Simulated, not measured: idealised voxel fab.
Proc. module: voxel transistor to metal
This is section cut - it's 160 nm across, gridded in 5 nm square cells.
For the purposes of this document, a cross-section shall be understood as a grid of square cells, specified as bands listed in top-to-bottom order, each band consisting of one or more rows of cells.
This entry defines a band. It first specifies the height of the band's top and the height of its bottom in nm, and then specifies the band's materials from left to right, stating each material with its width in nm. The word "edge to edge" identifies a single material that fills the band from edge to edge, while the word "empty" identifies empty space.
Height reference: 0 = level under which incoming wafer is all one material. Lowest band: no bottom, runs on downward, e.g. "0..down".
Top row gets the first number, bottom row gets the second, and each row in between changes by the same step: that is how a band width like "30->40" works.
"nothing was modified" (step): cross-section cells unchanged, all of them.
"Enclosed void catalog" specifies each empty space that is not open to the top and that occupies no fewer than 8 cells, using the form width x height at distance, the distance measured from the left edge and all three quantities in nm.
It should be noted that, on the line of a given step, the content following the step's settings is a remark produced by the simulator itself with respect to that step.
overlay nm: mask offset rightward from planned place, masked step; negative means leftward offset.

-- Planned process steps
| 1 | RECEIVE | material Si |
| 2 | OXIDIZE | depth nm 5 |
| 3 | CONFORMAL_DEP | material SiN | thk nm 10 |
| 4 | DIRECTIONAL_DEP | material aC | thk nm 15 |
| 5 | PATTERN | tone cover | mask id ACTIVE | material resist | width nm 115 | thk nm 35 | overlay nm 0 |
| 6 | DIRECTIONAL_ETCH | etch materials aC | depth nm 15 |
| 7 | STRIP | etch materials resist |
| 8 | DIRECTIONAL_ETCH | etch materials SiN | depth nm 10 |
| 9 | DIRECTIONAL_ETCH | etch materials SiO2 | depth nm 5 |
| 10 | DIRECTIONAL_ETCH | etch materials Si | depth nm 30 |
| 11 | STRIP | etch materials aC |
| 12 | OXIDIZE | depth nm 5 |
| 13 | FILL_DEP | material SiO2 | thk nm 10 |
| 14 | CMP | height nm 10 |
| 15 | SELECTIVE_ETCH | etch materials SiO2 | depth nm 5 |
| 16 | STRIP | etch materials SiN |
| 17 | SELECTIVE_ETCH | etch materials SiO2 | depth nm 5 |
| 18 | OXIDIZE | depth nm 5 |
| 19 | DIRECTIONAL_DEP | material polySi | thk nm 20 |
| 20 | DIRECTIONAL_DEP | material SiCN | thk nm 10 |
| 21 | DIRECTIONAL_DEP | material aC | thk nm 15 |
| 22 | PATTERN | tone cover | mask id GATE | material resist | width nm 15 | thk nm 30 | overlay nm 0 |
| 23 | DIRECTIONAL_ETCH | etch materials aC | depth nm 15 |
| 24 | STRIP | etch materials resist |
| 25 | DIRECTIONAL_ETCH | etch materials SiCN | depth nm 20 |
| 26 | DIRECTIONAL_ETCH | etch materials polySi | depth nm 30 |
| 27 | STRIP | etch materials aC |
| 28 | CONFORMAL_DEP | material SiN | thk nm 10 |
| 29 | DIRECTIONAL_ETCH | etch materials SiN | depth nm 10 |
| 30 | DIRECTIONAL_ETCH | etch materials SiO2 | depth nm 5 |
| 31 | DIRECTIONAL_ETCH | etch materials Si | depth nm 5 |
| 32 | EPI | material nSi | thk nm 10 |
| 33 | FILL_DEP | material SiO2 | thk nm 5 |
| 34 | CMP | height nm 25 |
| 35 | DIRECTIONAL_DEP | material SiO2 | thk nm 15 |
| 36 | PATTERN | tone open | mask id CONTACT | material resist | width nm 35 | pitch nm 60 | thk nm 20 | overlay nm 0 |
| 37 | DIRECTIONAL_ETCH | etch materials SiO2 | depth nm 45 |
| 38 | STRIP | etch materials resist |
| 39 | CONFORMAL_DEP | material TiN | thk nm 5 |
| 40 | FILL_DEP | material W | thk nm 5 |
| 41 | CMP | height nm 40 |
| 42 | CONFORMAL_DEP | material SiCN | thk nm 5 |
| 43 | DIRECTIONAL_DEP | material lowk | thk nm 15 |
| 44 | MASKED_ETCH | tone open | mask id METAL_1 | width nm 20 | pitch nm 75 | etch materials lowk | depth nm 15 | overlay nm 0 |
| 45 | MASKED_ETCH | tone open | mask id METAL_1 | width nm 20 | pitch nm 75 | etch materials SiCN | depth nm 5 | overlay nm 0 |
| 46 | CONFORMAL_DEP | material TiN | thk nm 5 |
| 47 | FILL_DEP | material Cu | thk nm 5 |
| 48 | CMP | height nm 60 |
| 49 | EPI | material Ru | thk nm 5 |
| 50 | FILL_DEP | material SiCN | thk nm 5 |

-- Cross-section, incoming material, after step 1
> 0..down: Si edge to edge
> Enclosed void catalog: none

-- Cross-section, end of module. Start: as above. Plan: as above. Execution: one mistake
> 70..65: SiCN edge to edge
> 65..60: SiCN 25 / Ru 30 / SiCN 45 / Ru 30 / SiCN 30
> 60..45: lowk 30 / TiN 5 / Cu 10 / TiN 5 / lowk 55 / TiN 5 / Cu 10 / TiN 5 / lowk 35
> 45..40: SiCN 30 / TiN 20 / SiCN 55 / TiN 20 / SiCN 35
> 40..30: SiO2 30 / TiN 5 / W 25 / TiN 5 / SiO2 25 / TiN 5 / W 25 / TiN 5 / SiO2 35
> 30..25: SiO2 30 / TiN 35 / SiO2 25 / TiN 35 / SiO2 35
> 25..15: SiCN 60 / SiN 10 / SiCN 15 / SiN 10 / SiCN 65
> 15..0: SiCN 60 / SiN 10 / polySi 15 / SiN 10 / SiCN 65
> 0..-5: SiCN 15 / SiN 10 / SiCN 25 / nSi 10 / SiN 10 / polySi 15 / SiN 10 / nSi 10 / SiCN 25 / SiN 10 / SiCN 20
> -5..-10: SiO2 25 / nSi 35 / SiO2 35 / nSi 35 / SiO2 30
> -10..-15: SiO2 25 / nSi 35 / Si 35 / nSi 35 / SiO2 30
> -15..-40: SiO2 25 / Si 105 / SiO2 30
> -40..down: Si edge to edge
> Enclosed void catalog: none
Which mistake was made when the wafer was run? so step 33 ended up running with a different setting than we planned, it ran as FILL_DEP | material SiCN | thk nm 5
